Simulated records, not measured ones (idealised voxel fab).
process module | voxel spacer lines
cross-section cut | 265 nm wide | cells 5 nm
A cross-section is a grid of square cells, given in bands from the top down. A band is one or more rows of cells.
Each band's line starts with the height of the band's top and of its bottom, in nm. Then come its materials from left to right, each with its width in nm. One material with "throughout" fills the band from edge to edge. "air" is empty space.
Height 0 is the level under which the wafer as received is all one material. The lowest band goes on downwards, as in "0 down".
A width such as "30 to 40" changes by the same amount from each row of cells to the next, from the band's top row to its bottom row.
"no change" after a step means that no cell of the cross-section changed.
closed voids: empty space of 8 cells or more with no open way to the top, each as width x height at its distance from the left edge, in nm
after a step's settings: what the simulator itself notes on the step
overlay nm, on a step with a mask: how far to the right of its planned place the mask lay; to the left if negative
plan
1 op RECEIVE | material Si
2 op CONFORMAL_DEP | material Al2O3 | thk nm 10
3 op DIRECTIONAL_DEP | material TiN | thk nm 10
4 op DIRECTIONAL_DEP | material aC | thk nm 25
5 op PATTERN | tone cover | mask id MANDREL | material resist | width nm 20 | pitch nm 70 | thk nm 35 | overlay nm 0
6 op DIRECTIONAL_ETCH | etch materials aC | depth nm 25
7 op STRIP | etch materials resist
8 op CONFORMAL_DEP | material SiO2 | thk nm 15
9 op DIRECTIONAL_ETCH | etch materials SiO2 | depth nm 15
10 op STRIP | etch materials aC
11 op DIRECTIONAL_ETCH | etch materials TiN | depth nm 10
12 op STRIP | etch materials SiO2
as received, after step 1
  0 down: Si throughout
  closed voids: none
first wafer at the end, as planned
  20 to 10: air 35 | TiN 15 | air 20 | TiN 15 | air 20 | TiN 15 | air 20 | TiN 15 | air 20 | TiN 15 | air 20 | TiN 15 | air 40
  10 to 0: Al2O3 throughout
  0 down: Si throughout
  closed voids: none
second wafer at the end: like start, like plan, one mistake
  20 to 10: air 50 | TiN 20 | air 50 | TiN 20 | air 50 | TiN 20 | air 55
  10 to 0: Al2O3 throughout
  0 down: Si throughout
  closed voids: none
what went wrong: step 5 ran as: op PATTERN | tone open | mask id MANDREL | material resist | width nm 20 | pitch nm 70 | thk nm 35 | overlay nm 0
at the end the second wafer has, in cells: 12 fewer of TiN
